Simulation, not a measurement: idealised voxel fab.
Process module under the name voxel lift off
FYI the section here is cut, 285 nm wide, cells are 5 nm squares.
In this document a cross-section is written as a grid of square cells. It is given as a series of bands, listed from the top down, and a band is one or more rows of cells.
The entry gives the band's vertical extent as a top height and a bottom height in nm, then its horizontal make-up as materials from left to right, each with a width in nm. "blank" stands for empty space; a single material marked "all across" fills the band edge to edge.
Heads up on the height convention: 0 is the point under which the incoming wafer is all one material, and the lowest band has no bottom, it just keeps going down, like "0 down".
With a width like "30->40", each row of cells in the band differs from the next by the same amount, the top row carrying the first number and the bottom row the second.
It should be understood that the words "changes: none", when stated for a given step, signify that the cross-section underwent no change in any of its cells during that step.
If an empty space has no open way to the top and is at least 8 cells in size, "Unvented internal voids" lists it, written width x height at distance, where distance is measured from the left edge and every value is in nm.
On a step's line, text after the settings is the simulator commenting on that step.
"overlay nm" denotes, for a step that has a mask, the displacement of the mask to the right of its planned place, with negative values corresponding to the left.
Pairs follow: section before one process step, section after it down to the lowest changed band, step with settings underneath. Pairs may come from different runs of this module on the same starting wafer; continuity with the pair above only as stated in the "Pre-step view" entry.
Pre-step view:
- 0 down  Si all across
- Unvented internal voids: none
Step Result:
- 5 to 0  Al2O3 all across
- Below 0 it's all the same as before, nothing changed down there.
- Unvented internal voids: none
Looking at the two cross-sections above, the step in the middle is CONFORMAL_DEP (material Al2O3; thk nm 5)
Pre-step view: the wafer arrives at this step looking as the after cross-section in the pair just above shows it.
Step Result:
- 30 to 5  75 resist  15 blank  25 resist  15 blank  25 resist  15 blank  25 resist  15 blank  75 resist
- Below 5 it's all the same as before, nothing changed down there.
- Unvented internal voids: none
Looking at the two cross-sections above, the step in the middle is PATTERN (tone open; mask id LINES; material resist; width nm 15; pitch nm 40; thk nm 25; overlay nm 0)
Pre-step view: the wafer arrives at this step looking as the after cross-section in the pair just above shows it.
Step Result:
- 45 to 30  75 Ru  15 blank  25 Ru  15 blank  25 Ru  15 blank  25 Ru  15 blank  75 Ru
- 30 to 20  75 resist  15 blank  25 resist  15 blank  25 resist  15 blank  25 resist  15 blank  75 resist
- 20 to 5  75 resist  15 Ru  25 resist  15 Ru  25 resist  15 Ru  25 resist  15 Ru  75 resist
- Below 5 it's all the same as before, nothing changed down there.
- Unvented internal voids: none
Looking at the two cross-sections above, the step in the middle is DIRECTIONAL_DEP (material Ru; thk nm 15)
Pre-step view: the wafer arrives at this step looking as the after cross-section in the pair just above shows it.
Step Result:
- 20 to 5  75 blank  15 Ru  25 blank  15 Ru  25 blank  15 Ru  25 blank  15 Ru  75 blank
- Below 5 it's all the same as before, nothing changed down there.
- Unvented internal voids: none
Looking at the two cross-sections above, the step in the middle is STRIP (etch materials resist)
Pre-step view: the wafer arrives at this step looking as the after cross-section in the pair just above shows it.
Step Result:
- 25 to 20  70 blank  25 SiN  15 blank  25 SiN  15 blank  25 SiN  15 blank  25 SiN  70 blank
- 20 to 10  70 blank  5 SiN  15 Ru  5 SiN  15 blank  5 SiN  15 Ru  5 SiN  15 blank  5 SiN  15 Ru  5 SiN  15 blank  5 SiN  15 Ru  5 SiN  70 blank
- 10 to 5  75 SiN  15 Ru  25 SiN  15 Ru  25 SiN  15 Ru  25 SiN  15 Ru  75 SiN
- Below 5 it's all the same as before, nothing changed down there.
- Unvented internal voids: none
Looking at the two cross-sections above, the step in the middle is CONFORMAL_DEP (material SiN; thk nm 5)
Pre-step view:
- 0 down  Si all across
- Unvented internal voids: none
Step Result:
- 25 to 0  75 resist  15 blank  25 resist  15 blank  25 resist  15 blank  25 resist  15 blank  75 resist
- Below 0 it's all the same as before, nothing changed down there.
- Unvented internal voids: none
Looking at the two cross-sections above, the step in the middle is PATTERN (tone open; mask id LINES; material resist; width nm 15; pitch nm 40; thk nm 25; overlay nm 0)
Pre-step view: the wafer arrives at this step looking as the after cross-section in the pair just above shows it.
Step Result:
- 40 to 25  75 Ru  15 blank  25 Ru  15 blank  25 Ru  15 blank  25 Ru  15 blank  75 Ru
- 25 to 15  75 resist  15 blank  25 resist  15 blank  25 resist  15 blank  25 resist  15 blank  75 resist
- 15 to 0  75 resist  15 Ru  25 resist  15 Ru  25 resist  15 Ru  25 resist  15 Ru  75 resist
- Below 0 it's all the same as before, nothing changed down there.
- Unvented internal voids: none
Looking at the two cross-sections above, the step in the middle is DIRECTIONAL_DEP (material Ru; thk nm 15)
Pre-step view: the wafer arrives at this step looking as the after cross-section in the pair just above shows it.
Step Result:
- 15 to 0  75 blank  15 Ru  25 blank  15 Ru  25 blank  15 Ru  25 blank  15 Ru  75 blank
- Below 0 it's all the same as before, nothing changed down there.
- Unvented internal voids: none
Looking at the two cross-sections above, the step in the middle is STRIP (etch materials resist)
Pre-step view: the wafer arrives at this step looking as the after cross-section in the pair just above shows it.
Step Result:
- 20 to 15  70 blank  25 SiN  15 blank  25 SiN  15 blank  25 SiN  15 blank  25 SiN  70 blank
- 15 to 5  70 blank  5 SiN  15 Ru  5 SiN  15 blank  5 SiN  15 Ru  5 SiN  15 blank  5 SiN  15 Ru  5 SiN  15 blank  5 SiN  15 Ru  5 SiN  70 blank
- 5 to 0  75 SiN  15 Ru  25 SiN  15 Ru  25 SiN  15 Ru  25 SiN  15 Ru  75 SiN
- Below 0 it's all the same as before, nothing changed down there.
- Unvented internal voids: none
Looking at the two cross-sections above, the step in the middle is CONFORMAL_DEP (material SiN; thk nm 5)
Pre-step view:
- 0 down  Si all across
- Unvented internal voids: none
Step Result:
- 15 to 0  Al2O3 all across
- Below 0 it's all the same as before, nothing changed down there.
- Unvented internal voids: none
Looking at the two cross-sections above, the step in the middle is CONFORMAL_DEP (material Al2O3; thk nm 15)
Pre-step view: the wafer arrives at this step looking as the after cross-section in the pair just above shows it.
Step Result:
- 40 to 15  75 resist  15 blank  25 resist  15 blank  25 resist  15 blank  25 resist  15 blank  75 resist
- Below 15 it's all the same as before, nothing changed down there.
- Unvented internal voids: none
Looking at the two cross-sections above, the step in the middle is PATTERN (tone open; mask id LINES; material resist; width nm 15; pitch nm 40; thk nm 25; overlay nm 0)
Pre-step view: the wafer arrives at this step looking as the after cross-section in the pair just above shows it.
Step Result:
- 55 to 40  75 Ru  15 blank  25 Ru  15 blank  25 Ru  15 blank  25 Ru  15 blank  75 Ru
- 40 to 30  75 resist  15 blank  25 resist  15 blank  25 resist  15 blank  25 resist  15 blank  75 resist
- 30 to 15  75 resist  15 Ru  25 resist  15 Ru  25 resist  15 Ru  25 resist  15 Ru  75 resist
- Below 15 it's all the same as before, nothing changed down there.
- Unvented internal voids: none
Looking at the two cross-sections above, the step in the middle is DIRECTIONAL_DEP (material Ru; thk nm 15)
Pre-step view: the wafer arrives at this step looking as the after cross-section in the pair just above shows it.
Step Result:
- 30 to 15  75 blank  15 Ru  25 blank  15 Ru  25 blank  15 Ru  25 blank  15 Ru  75 blank
- Below 15 it's all the same as before, nothing changed down there.
- Unvented internal voids: none
Looking at the two cross-sections above, the step in the middle is STRIP (etch materials resist)
Pre-step view: the wafer arrives at this step looking as the after cross-section in the pair just above shows it.
Step Result:
- 35 to 30  70 blank  25 SiN  15 blank  25 SiN  15 blank  25 SiN  15 blank  25 SiN  70 blank
- 30 to 20  70 blank  5 SiN  15 Ru  5 SiN  15 blank  5 SiN  15 Ru  5 SiN  15 blank  5 SiN  15 Ru  5 SiN  15 blank  5 SiN  15 Ru  5 SiN  70 blank
- 20 to 15  75 SiN  15 Ru  25 SiN  15 Ru  25 SiN  15 Ru  25 SiN  15 Ru  75 SiN
- Below 15 it's all the same as before, nothing changed down there.
- Unvented internal voids: none
Looking at the two cross-sections above, the step in the middle is CONFORMAL_DEP (material SiN; thk nm 5)
Pre-step view:
- 5 to 0  Al2O3 all across
- 0 down  Si all across
- Unvented internal voids: none
Step Result:
- 30 to 5  70 resist  25 blank  15 resist  25 blank  15 resist  25 blank  15 resist  25 blank  70 resist
- Below 5 it's all the same as before, nothing changed down there.
- Unvented internal voids: none
Looking at the two cross-sections above, the step in the middle is PATTERN (tone open; mask id LINES; material resist; width nm 25; pitch nm 40; thk nm 25; overlay nm 0)
Pre-step view: the wafer arrives at this step looking as the after cross-section in the pair just above shows it.
Step Result:
- 45 to 30  70 Ru  25 blank  15 Ru  25 blank  15 Ru  25 blank  15 Ru  25 blank  70 Ru
- 30 to 20  70 resist  25 blank  15 resist  25 blank  15 resist  25 blank  15 resist  25 blank  70 resist
- 20 to 5  70 resist  25 Ru  15 resist  25 Ru  15 resist  25 Ru  15 resist  25 Ru  70 resist
- Below 5 it's all the same as before, nothing changed down there.
- Unvented internal voids: none
Looking at the two cross-sections above, the step in the middle is DIRECTIONAL_DEP (material Ru; thk nm 15)
Pre-step view: the wafer arrives at this step looking as the after cross-section in the pair just above shows it.
Step Result:
- 20 to 5  70 blank  25 Ru  15 blank  25 Ru  15 blank  25 Ru  15 blank  25 Ru  70 blank
- Below 5 it's all the same as before, nothing changed down there.
- Unvented internal voids: none
Looking at the two cross-sections above, the step in the middle is STRIP (etch materials resist)
Pre-step view: the wafer arrives at this step looking as the after cross-section in the pair just above shows it.
Step Result:
- 25 to 20  65 blank  35 SiN  5 blank  35 SiN  5 blank  35 SiN  5 blank  35 SiN  65 blank
- 20 to 10  65 blank  5 SiN  25 Ru  5 SiN  5 blank  5 SiN  25 Ru  5 SiN  5 blank  5 SiN  25 Ru  5 SiN  5 blank  5 SiN  25 Ru  5 SiN  65 blank
- 10 to 5  70 SiN  25 Ru  15 SiN  25 Ru  15 SiN  25 Ru  15 SiN  25 Ru  70 SiN
- Below 5 it's all the same as before, nothing changed down there.
- Unvented internal voids: none
Looking at the two cross-sections above, the step in the middle is CONFORMAL_DEP (material SiN; thk nm 5)
Pre-step view:
- 5 to 0  Al2O3 all across
- 0 down  Si all across
- Unvented internal voids: none
Step Result:
- 30 to 5  85 resist  15 blank  25 resist  15 blank  25 resist  15 blank  25 resist  15 blank  65 resist
- Below 5 it's all the same as before, nothing changed down there.
- Unvented internal voids: none
Looking at the two cross-sections above, the step in the middle is PATTERN (tone open; mask id LINES; material resist; width nm 15; pitch nm 40; thk nm 25; overlay nm 10)
Pre-step view: the wafer arrives at this step looking as the after cross-section in the pair just above shows it.
Step Result:
- 45 to 30  85 Ru  15 blank  25 Ru  15 blank  25 Ru  15 blank  25 Ru  15 blank  65 Ru
- 30 to 20  85 resist  15 blank  25 resist  15 blank  25 resist  15 blank  25 resist  15 blank  65 resist
- 20 to 5  85 resist  15 Ru  25 resist  15 Ru  25 resist  15 Ru  25 resist  15 Ru  65 resist
- Below 5 it's all the same as before, nothing changed down there.
- Unvented internal voids: none
Looking at the two cross-sections above, the step in the middle is DIRECTIONAL_DEP (material Ru; thk nm 15)
Pre-step view: the wafer arrives at this step looking as the after cross-section in the pair just above shows it.
Step Result:
- 20 to 5  85 blank  15 Ru  25 blank  15 Ru  25 blank  15 Ru  25 blank  15 Ru  65 blank
- Below 5 it's all the same as before, nothing changed down there.
- Unvented internal voids: none
Looking at the two cross-sections above, the step in the middle is STRIP (etch materials resist)
Pre-step view: the wafer arrives at this step looking as the after cross-section in the pair just above shows it.
Step Result:
- 25 to 20  80 blank  25 SiN  15 blank  25 SiN  15 blank  25 SiN  15 blank  25 SiN  60 blank
- 20 to 10  80 blank  5 SiN  15 Ru  5 SiN  15 blank  5 SiN  15 Ru  5 SiN  15 blank  5 SiN  15 Ru  5 SiN  15 blank  5 SiN  15 Ru  5 SiN  60 blank
- 10 to 5  85 SiN  15 Ru  25 SiN  15 Ru  25 SiN  15 Ru  25 SiN  15 Ru  65 SiN
- Below 5 it's all the same as before, nothing changed down there.
- Unvented internal voids: none
Looking at the two cross-sections above, the step in the middle is CONFORMAL_DEP (material SiN; thk nm 5)
Pre-step view:
- 30 to 5  75 resist  15 blank  25 resist  15 blank  25 resist  15 blank  25 resist  15 blank  75 resist
- 5 to 0  Al2O3 all across
- 0 down  Si all across
- Unvented internal voids: none
Step Result:
- 45 to 30  75 Al2O3  15 blank  25 Al2O3  15 blank  25 Al2O3  15 blank  25 Al2O3  15 blank  75 Al2O3
- 30 to 20  75 resist  15 blank  25 resist  15 blank  25 resist  15 blank  25 resist  15 blank  75 resist
- 20 to 5  75 resist  15 Al2O3  25 resist  15 Al2O3  25 resist  15 Al2O3  25 resist  15 Al2O3  75 resist
- Below 5 it's all the same as before, nothing changed down there.
- Unvented internal voids: none
Looking at the two cross-sections above, the step in the middle is DIRECTIONAL_DEP (material Al2O3; thk nm 15)
Pre-step view: the wafer arrives at this step looking as the after cross-section in the pair just above shows it.
Step Result:
- 20 to 5  75 blank  15 Al2O3  25 blank  15 Al2O3  25 blank  15 Al2O3  25 blank  15 Al2O3  75 blank
- Below 5 it's all the same as before, nothing changed down there.
- Unvented internal voids: none
Looking at the two cross-sections above, the step in the middle is STRIP (etch materials resist)
Pre-step view: the wafer arrives at this step looking as the after cross-section in the pair just above shows it.
Step Result:
- 25 to 20  70 blank  25 SiN  15 blank  25 SiN  15 blank  25 SiN  15 blank  25 SiN  70 blank
- 20 to 10  70 blank  5 SiN  15 Al2O3  5 SiN  15 blank  5 SiN  15 Al2O3  5 SiN  15 blank  5 SiN  15 Al2O3  5 SiN  15 blank  5 SiN  15 Al2O3  5 SiN  70 blank
- 10 to 5  75 SiN  15 Al2O3  25 SiN  15 Al2O3  25 SiN  15 Al2O3  25 SiN  15 Al2O3  75 SiN
- Below 5 it's all the same as before, nothing changed down there.
- Unvented internal voids: none
Looking at the two cross-sections above, the step in the middle is CONFORMAL_DEP (material SiN; thk nm 5)
Pre-step view:
- 5 to 0  Al2O3 all across
- 0 down  Si all across
- Unvented internal voids: none
Step Result:
- 30 to 5  75 blank  15 resist  25 blank  15 resist  25 blank  15 resist  25 blank  15 resist  75 blank
- Below 5 it's all the same as before, nothing changed down there.
- Unvented internal voids: none
Looking at the two cross-sections above, the step in the middle is PATTERN (tone cover; mask id LINES; material resist; width nm 15; pitch nm 40; thk nm 25; overlay nm 0)
Pre-step view: the wafer arrives at this step looking as the after cross-section in the pair just above shows it.
Step Result:
- 45 to 30  75 blank  15 Ru  25 blank  15 Ru  25 blank  15 Ru  25 blank  15 Ru  75 blank
- 30 to 20  75 blank  15 resist  25 blank  15 resist  25 blank  15 resist  25 blank  15 resist  75 blank
- 20 to 5  75 Ru  15 resist  25 Ru  15 resist  25 Ru  15 resist  25 Ru  15 resist  75 Ru
- Below 5 it's all the same as before, nothing changed down there.
- Unvented internal voids: none
Looking at the two cross-sections above, the step in the middle is DIRECTIONAL_DEP (material Ru; thk nm 15)
Pre-step view: the wafer arrives at this step looking as the after cross-section in the pair just above shows it.
Step Result:
- 20 to 5  75 Ru  15 blank  25 Ru  15 blank  25 Ru  15 blank  25 Ru  15 blank  75 Ru
- Below 5 it's all the same as before, nothing changed down there.
- Unvented internal voids: none
Looking at the two cross-sections above, the step in the middle is STRIP (etch materials resist)
Pre-step view: the wafer arrives at this step looking as the after cross-section in the pair just above shows it.
Step Result:
- 25 to 20  80 SiN  5 blank  35 SiN  5 blank  35 SiN  5 blank  35 SiN  5 blank  80 SiN
- 20 to 10  75 Ru  5 SiN  5 blank  5 SiN  25 Ru  5 SiN  5 blank  5 SiN  25 Ru  5 SiN  5 blank  5 SiN  25 Ru  5 SiN  5 blank  5 SiN  75 Ru
- 10 to 5  75 Ru  15 SiN  25 Ru  15 SiN  25 Ru  15 SiN  25 Ru  15 SiN  75 Ru
- Below 5 it's all the same as before, nothing changed down there.
- Unvented internal voids: none
Looking at the two cross-sections above, the step in the middle is CONFORMAL_DEP (material SiN; thk nm 5)
